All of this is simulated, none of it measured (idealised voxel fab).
This section sets out a process module, namely voxel air gaps.
For reference, the cross-section in this document is cut, with width 265 nm and square cells of 5 nm.
For the purposes of this document, a cross-section shall be understood as a grid of square cells, specified as bands listed in top-to-bottom order, each band consisting of one or more rows of cells. Band: top and bottom heights (nm) first, top before bottom; then materials from left to right, widths in nm. "throughout" marks a sole material filling the band edge to edge. "empty" denotes empty space. Where do heights start? At 0: under that level the wafer as delivered is made of one material only. And the lowest band has no floor; it just carries on downward, as in "0 -> down". Top row gets the first number, bottom row gets the second, and each row in between changes by the same step: that is how a band width like "30 to 40" works. Reading "nothing got changed" for a step: not a cell of the cross-section changed in it. The entry titled "Trapped void list" provides the empty spaces that have no open way to the top, restricted to those of 8 cells or more. Each is presented as width x height at distance, the distance being measured from the left edge, with all three in nm. after a step's settings: what the simulator itself notes on the step. What "overlay nm" on a step's line means: if the step has a mask, that mask lay this far to the right of its planned place, or, when the value is negative, to the left.
Listed below are the process steps as planned:
- 1: RECEIVE, material Si
- 2: CONFORMAL_DEP, material SiO2, thk nm 10
- 3: CONFORMAL_DEP, material SiN, thk nm 5
- 4: DIRECTIONAL_DEP, material lowk, thk nm 40
- 5: PATTERN, tone open, mask id LINES, material resist, width nm 20, pitch nm 45, thk nm 15, overlay nm 0
- 6: DIRECTIONAL_ETCH, etch materials lowk, depth nm 40
- 7: STRIP, etch materials resist
- 8: CONFORMAL_DEP, material TiN, thk nm 5
- 9: FILL_DEP, material Cu, thk nm 5
- 10: CMP, height nm 55
- 11: EPI, material Ru, thk nm 10
- 12: SELECTIVE_ETCH, etch materials lowk, depth nm 50
- 13: CONFORMAL_DEP, material SiN, thk nm 5
The cross-section here shows the wafer as received, i.e. in its state after step 1:
  0 -> down: Si throughout
  Trapped void list: none
Wafer at module end, in section. Began as above, planned as above, run with one mistake:
  70 -> 65: 35 nm empty; 185 nm SiN; 45 nm empty
  65 -> 55: 35 nm empty; 5 nm SiN; 40 nm Ru; 5 nm SiN; 40 nm Ru; 5 nm SiN; 40 nm Ru; 5 nm SiN; 40 nm Ru; 5 nm SiN; 45 nm empty
  55 -> 50: 35 nm empty; 15 nm SiN; 5 nm TiN; 10 nm Cu; 5 nm TiN; 25 nm SiN; 5 nm TiN; 10 nm Cu; 5 nm TiN; 25 nm SiN; 5 nm TiN; 10 nm Cu; 5 nm TiN; 25 nm SiN; 5 nm TiN; 10 nm Cu; 5 nm TiN; 15 nm SiN; 45 nm empty
  50 -> 20: 45 nm empty; 5 nm SiN; 5 nm TiN; 10 nm Cu; 5 nm TiN; 5 nm SiN; 15 nm empty; 5 nm SiN; 5 nm TiN; 10 nm Cu; 5 nm TiN; 5 nm SiN; 15 nm empty; 5 nm SiN; 5 nm TiN; 10 nm Cu; 5 nm TiN; 5 nm SiN; 15 nm empty; 5 nm SiN; 5 nm TiN; 10 nm Cu; 5 nm TiN; 5 nm SiN; 55 nm empty
  20 -> 15: 50 nm SiN; 20 nm TiN; 25 nm SiN; 20 nm TiN; 25 nm SiN; 20 nm TiN; 25 nm SiN; 20 nm TiN; 60 nm SiN
  15 -> 10: SiN throughout
  10 -> 0: SiO2 throughout
  0 -> down: Si throughout
  Trapped void list: 15 x 30 at 75; 15 x 30 at 120; 15 x 30 at 165
Short version of what went wrong: step 5 deviated from plan and actually ran as PATTERN, tone open, mask id LINES, material resist, width nm 20, pitch nm 45, thk nm 15, overlay nm -5
